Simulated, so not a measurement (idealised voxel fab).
The process module presented herein is designated voxel capacitor over wiring.
The width of the displayed cross-section, cut, is 175 nm; its cells are square, with a size of 5 nm.
The cross-sections in this document take the form of a grid made of square cells. They are written out as bands, in order from top to bottom. Each band consists of one or more rows of cells.
Quick guide to a band line: top height, bottom height (nm) up front; then every material left to right with its width in nm. Only one material and it's marked "full width"? Then it fills the band edge to edge. And "blank" just means empty space.
Ref level 0: as-received wafer is one material below here. Bottom band extends down with no lower bound ("0 -> down").
Width: "30 to 40" (first number = top row, second number = bottom row, same change from row to row of cells).
Take "left unchanged" at face value: in the step it is given for, the cross-section changed in none of its cells.
Closed-off voids of 8+ cells (no open route to the top) go in "Entrapped voids", written width x height at distance from the left edge, in nm.
Text after the settings on a step's line: the simulator's own remark on that step.
A step line may carry the setting "overlay nm", which, for steps involving a mask, states the distance by which the mask lay to the right of its intended position; negative values denote displacement to the left.

## Listed below are the process steps as planned
1. RECEIVE [material Si]
2. CONFORMAL_DEP [material SiO2] [thk nm 15]
3. CONFORMAL_DEP [material SiCN] [thk nm 5]
4. DIRECTIONAL_DEP [material SiO2] [thk nm 15]
5. PATTERN [tone open] [mask id METAL_1] [material resist] [width nm 25] [pitch nm 80] [thk nm 20] [overlay nm 0]
6. DIRECTIONAL_ETCH [etch materials SiO2] [depth nm 15]
7. DIRECTIONAL_ETCH [etch materials SiCN] [depth nm 5]
8. STRIP [etch materials resist]
9. CONFORMAL_DEP [material TiN] [thk nm 5]
10. FILL_DEP [material W] [thk nm 10]
11. CMP [height nm 35]
12. CONFORMAL_DEP [material SiCN] [thk nm 5]
13. DIRECTIONAL_DEP [material lowk] [thk nm 20]
14. DIRECTIONAL_DEP [material aC] [thk nm 15]
15. PATTERN [tone open] [mask id PLUG_1] [material resist] [width nm 15] [thk nm 35] [overlay nm 0]
16. DIRECTIONAL_ETCH [etch materials aC] [depth nm 15]
17. STRIP [etch materials resist]
18. DIRECTIONAL_ETCH [etch materials lowk] [depth nm 20]
19. DIRECTIONAL_ETCH [etch materials SiCN] [depth nm 5]
20. STRIP [etch materials aC]
21. EPI [material Ru] [thk nm 10]
22. EPI [material Ru] [thk nm 10]
23. EPI [material Ru] [thk nm 5]
24. DIRECTIONAL_DEP [material TiN] [thk nm 10]
25. DIRECTIONAL_DEP [material Al2O3] [thk nm 5]
26. DIRECTIONAL_DEP [material TiN] [thk nm 5]
27. PATTERN [tone cover] [mask id UPPER_PLATE] [material resist] [width nm 60] [thk nm 20] [overlay nm 0]
28. DIRECTIONAL_ETCH [etch materials TiN] [depth nm 5]
29. DIRECTIONAL_ETCH [etch materials Al2O3] [depth nm 5]
30. STRIP [etch materials resist]
31. DIRECTIONAL_DEP [material aC] [thk nm 10]
32. PATTERN [tone cover] [mask id LOWER_PLATE] [material resist] [width nm 70] [thk nm 30] [overlay nm 0]
33. DIRECTIONAL_ETCH [etch materials aC] [depth nm 10]
34. STRIP [etch materials resist]
35. DIRECTIONAL_ETCH [etch materials TiN] [depth nm 10]
36. STRIP [etch materials aC]
37. FILL_DEP [material SiO2] [thk nm 20]
38. CMP [height nm 95]
39. MASKED_ETCH [tone open] [mask id PLUG_2] [width nm 15] [etch materials SiO2] [depth nm 15] [overlay nm 0]
40. CONFORMAL_DEP [material TiN] [thk nm 5]
41. FILL_DEP [material Ru] [thk nm 5]
42. CMP [height nm 95]
43. CONFORMAL_DEP [material SiCN] [thk nm 5]

## As-received wafer cross-section (after step 1)
	0 -> down | Si full width
	Entrapped voids: none

## Figure: cross-sectional view of the wafer upon completion of the module, processed from the initial state and according to the plan depicted above, with one error introduced during execution
	100 -> 95 | SiCN full width
	95 -> 85 | SiO2=55, then TiN=5, then Ru=5, then TiN=5, then SiO2=105
	85 -> 75 | SiO2=55 to 45, then TiN=15 to 60, then SiO2=105 to 70
	75 -> 70 | SiO2=45, then Al2O3=60, then SiO2=70
	70 -> 60 | SiO2=40, then TiN=70, then SiO2=65
	60 -> 40 | lowk=45, then Ru=15, then lowk=115
	40 -> 35 | SiCN=45, then Ru=15, then SiCN=115
	35 -> 20 | SiO2=35, then TiN=5, then W=20, then TiN=5, then SiO2=50, then TiN=5, then W=20, then TiN=5, then SiO2=30
	20 -> 15 | SiCN=35, then TiN=30, then SiCN=50, then TiN=30, then SiCN=30
	15 -> 0 | SiO2 full width
	0 -> down | Si full width
	Entrapped voids: none
Heads up, the wafer didn't run the way we planned it: step 5 deviated from plan and actually ran as PATTERN [tone open] [mask id METAL_1] [material resist] [width nm 30] [pitch nm 80] [thk nm 20] [overlay nm 0]
